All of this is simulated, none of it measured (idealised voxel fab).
process module | voxel self aligned contacts
cross-section cut | 150 nm wide | cells 5 nm
A cross-section is a grid of square cells, given in bands from the top down. A band is one or more rows of cells.
Each band's line starts with the height of the band's top and of its bottom, in nm. Then come its materials from left to right, each with its width in nm. One material with "throughout" fills the band from edge to edge. "air" is empty space.
Height 0 is the level under which the wafer as received is all one material. The lowest band goes on downwards, as in "0 down".
A width such as "30 to 40" changes by the same amount from each row of cells to the next, from the band's top row to its bottom row.
"no change" after a step means that no cell of the cross-section changed.
closed voids: empty space of 8 cells or more with no open way to the top, each as width x height at its distance from the left edge, in nm
after a step's settings: what the simulator itself notes on the step
overlay nm, on a step with a mask: how far to the right of its planned place the mask lay; to the left if negative
plan
1 op RECEIVE | material Si
2 op OXIDIZE | depth nm 5
3 op DIRECTIONAL_DEP | material polySi | thk nm 20
4 op DIRECTIONAL_DEP | material SiN | thk nm 20
5 op MASKED_ETCH | tone cover | mask id GATE | width nm 35 | pitch nm 80 | etch materials SiN | depth nm 20 | overlay nm 0
6 op MASKED_ETCH | tone cover | mask id GATE | width nm 35 | pitch nm 80 | etch materials polySi | depth nm 20 | overlay nm 0
7 op CONFORMAL_DEP | material SiN | thk nm 10
8 op DIRECTIONAL_ETCH | etch materials SiN | depth nm 10
9 op FILL_DEP | material SiO2 | thk nm 10
10 op CMP | height nm 45
11 op DIRECTIONAL_DEP | material aC | thk nm 10
12 op PATTERN | tone open | mask id CONTACT | material resist | width nm 65 | thk nm 30 | overlay nm 0
13 op DIRECTIONAL_ETCH | etch materials aC | depth nm 10
14 op STRIP | etch materials resist
15 op DIRECTIONAL_ETCH | etch materials SiO2 | depth nm 50
16 op STRIP | etch materials aC
17 op CONFORMAL_DEP | material TiN | thk nm 5
18 op FILL_DEP | material W | thk nm 10
19 op CMP | height nm 45
20 op CONFORMAL_DEP | material SiN | thk nm 5
as received, after step 1
  0 down: Si throughout
  closed voids: none
first wafer at the end, as planned
  50 to 45: SiN throughout
  45 to 40: SiO2 40 | TiN 25 | W 15 | TiN 25 | SiO2 45
  40 to 20: SiO2 5 | SiN 55 | TiN 5 | W 15 | TiN 5 | SiN 55 | SiO2 10
  20 to 0: SiO2 5 | SiN 10 | polySi 35 | SiN 10 | TiN 5 | W 15 | TiN 5 | SiN 10 | polySi 35 | SiN 10 | SiO2 10
  0 to -5: SiO2 60 | TiN 25 | SiO2 65
  -5 down: Si throughout
  closed voids: none
second wafer at the end: like start, like plan, one mistake
  50 to 45: SiN throughout
  45 to 40: SiO2 40 | TiN 20 | W 25 | TiN 20 | SiO2 45
  40 to 25: SiO2 10 | SiN 45 | TiN 5 | W 25 | TiN 5 | SiN 45 | SiO2 15
  25 to 20: SiO2 10 | SiN 45 | TiN 10 | W 15 | TiN 10 | SiN 45 | SiO2 15
  20 to 0: SiO2 5 | SiN 10 | polySi 35 | SiN 10 | TiN 5 | W 15 | TiN 5 | SiN 10 | polySi 35 | SiN 10 | SiO2 10
  0 to -5: SiO2 60 | TiN 25 | SiO2 65
  -5 down: Si throughout
  closed voids: none
what went wrong: step 5 ran as: op MASKED_ETCH | tone cover | mask id GATE | width nm 25 | pitch nm 80 | etch materials SiN | depth nm 20 | overlay nm 0
at the end the second wafer has, in cells: 16 fewer of SiN | 8 more of SiO2 | 8 more of W
